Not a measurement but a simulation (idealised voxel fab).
process module | voxel fin reveal
cross-section cut | 190 nm wide | cells 5 nm
A cross-section is a grid of square cells, given in bands from the top down. A band is one or more rows of cells.
Each band's line starts with the height of the band's top and of its bottom, in nm. Then come its materials from left to right, each with its width in nm. One material with "throughout" fills the band from edge to edge. "air" is empty space.
Height 0 is the level under which the wafer as received is all one material. The lowest band goes on downwards, as in "0 down".
A width such as "30 to 40" changes by the same amount from each row of cells to the next, from the band's top row to its bottom row.
"no change" after a step means that no cell of the cross-section changed.
closed voids: empty space of 8 cells or more with no open way to the top, each as width x height at its distance from the left edge, in nm
after a step's settings: what the simulator itself notes on the step
overlay nm, on a step with a mask: how far to the right of its planned place the mask lay; to the left if negative
plan
1 op RECEIVE | material Si
2 op CONFORMAL_DEP | material SiN | thk nm 10
3 op DIRECTIONAL_DEP | material aC | thk nm 10
4 op PATTERN | tone cover | mask id FINS | material resist | width nm 15 | pitch nm 40 | thk nm 25 | overlay nm 0
5 op DIRECTIONAL_ETCH | etch materials aC | depth nm 10
6 op STRIP | etch materials resist
7 op DIRECTIONAL_ETCH | etch materials SiN | depth nm 10
8 op DIRECTIONAL_ETCH | etch materials Si | depth nm 30
9 op STRIP | etch materials aC
10 op FILL_DEP | material SiO2 | thk nm 10
11 op CMP | height nm 10
12 op SELECTIVE_ETCH | etch materials SiO2 | depth nm 20
13 op STRIP | etch materials SiN
14 op CONFORMAL_DEP | material SiO2 | thk nm 5
varied across the wafers: width nm of step 4. The plan shows the first wafer's value. All wafers start alike
first wafer as received, after step 1
  0 down: Si throughout
  closed voids: none
each wafer at the end: cells of each material gained (+) or lost (-) since it was received, then its closed voids
width nm 15 | -192 Si | +174 SiO2 | closed voids: none
width nm 20 | -180 Si | +166 SiO2 | closed voids: none
width nm 25 | -168 Si | +158 SiO2 | closed voids: none
